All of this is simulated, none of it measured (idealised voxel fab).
You're looking at the process module voxel gate over fins.
Square cell edge 5 nm, section width 205 nm, ID cut.
Notation: cross-section as square-cell grid; stated in bands, top first, going down; one or more cell rows per band. Read a band's entry like this: the first values are the height of its top and the height of its bottom in nm, and what follows is the sequence of materials from left to right, each with its width in nm. Note that "empty" is empty space, and that a single material marked "everywhere" reaches across the band from edge to edge. Height reference: 0 = level under which incoming wafer is all one material. Lowest band: no bottom, runs on downward, e.g. "0 and below". A two-number width, for instance "30 to 40", indicates that the width is equal to the first number in the top row of the band and to the second number in the bottom row, and that it changes by a constant amount per row of cells. "no change", as given for a step, is the statement that not any cell of the cross-section underwent a change during that step. "Fully enclosed voids" lists enclosed empty spaces (at least 8 cells, no open path upward to the top), each as width x height at distance from the left edge, in nm. It should be noted that, on the line of a given step, the content following the step's settings is a remark produced by the simulator itself with respect to that step. overlay nm: on a step with a mask, how far right of its planned place the mask lay; negative means left.
PROCESS STEPS - PLAN
1: RECEIVE,material Si
2: CONFORMAL_DEP,material SiN,thk nm 5
3: PATTERN,tone cover,mask id FINS,material resist,width nm 15,pitch nm 35,thk nm 15,overlay nm 0
4: DIRECTIONAL_ETCH,etch materials SiN,depth nm 10
5: DIRECTIONAL_ETCH,etch materials Si,depth nm 35
6: STRIP,etch materials resist
7: FILL_DEP,material SiO2,thk nm 10
8: CMP,height nm 10
9: SELECTIVE_ETCH,etch materials SiO2,depth nm 20
10: STRIP,etch materials SiN
11: CONFORMAL_DEP,material HfO2,thk nm 5
12: CONFORMAL_DEP,material TiN,thk nm 5
13: FILL_DEP,material W,thk nm 15
14: CMP,height nm 20
15: CONFORMAL_DEP,material SiCN,thk nm 10
The wafers are alike at the start. At step 2, their thk nm differs. The plan lists the first wafer's value.
HERE'S THE FIRST OF THE WAFERS IN CROSS-SECTION, JUST AS WE GOT IT, I.E. AFTER STEP 1
	0 and below: Si everywhere
	Fully enclosed voids: none
POST STEP 15, THE CLOSING STEP OF THE MODULE: FIRST OF SEVERAL WAFERS, CROSS-SECTIONED
	30 down to 20: SiCN everywhere
	20 down to 10: W everywhere
	10 down to 5: W=30 | TiN=140 | W=35
	5 down to 0: W=30 | TiN=5 | HfO2=25 | TiN=10 | HfO2=25 | TiN=10 | HfO2=25 | TiN=10 | HfO2=25 | TiN=5 | W=35
	0 down to -5: TiN=35 | HfO2=5 | Si=15 | HfO2=5 | TiN=10 | HfO2=5 | Si=15 | HfO2=5 | TiN=10 | HfO2=5 | Si=15 | HfO2=5 | TiN=10 | HfO2=5 | Si=15 | HfO2=5 | TiN=40
	-5 down to -10: HfO2=40 | Si=15 | HfO2=20 | Si=15 | HfO2=20 | Si=15 | HfO2=20 | Si=15 | HfO2=45
	-10 down to -35: SiO2=40 | Si=15 | SiO2=20 | Si=15 | SiO2=20 | Si=15 | SiO2=20 | Si=15 | SiO2=45
	-35 and below: Si everywhere
	Fully enclosed voids: none
SECTIONAL VIEW OF THE LAST WAFER UPON COMPLETION OF THE MODULE
	30 down to 20: SiCN everywhere
	20 down to 10: W everywhere
	10 down to 5: TiN everywhere
	5 down to 0: HfO2 everywhere
	0 and below: Si everywhere
	Fully enclosed voids: none
SO IN THIS TABLE EVERY WAFER GETS ITS OWN ROW, AND WHAT YOU SEE IS WHERE IT STANDS AT THE END OF THE MODULE: FOR EACH MATERIAL, HOW MANY CELLS IT PICKED UP (+) OR GAVE UP (-) SINCE WE RECEIVED IT, AND AFTER THAT ITS CLOSED VOIDS
thk nm 5, +57 HfO2, -203 Si, +82 SiCN, +145 SiO2, +57 TiN, +108 W, Fully enclosed voids: none
thk nm 10, +57 HfO2, -203 Si, +82 SiCN, +145 SiO2, +57 TiN, +108 W, Fully enclosed voids: none
thk nm 15, +41 HfO2, +82 SiCN, +41 TiN, +82 W, Fully enclosed voids: none
thk nm 20, +41 HfO2, +82 SiCN, +41 TiN, +82 W, Fully enclosed voids: none
thk nm 25, +41 HfO2, +82 SiCN, +41 TiN, +82 W, Fully enclosed voids: none
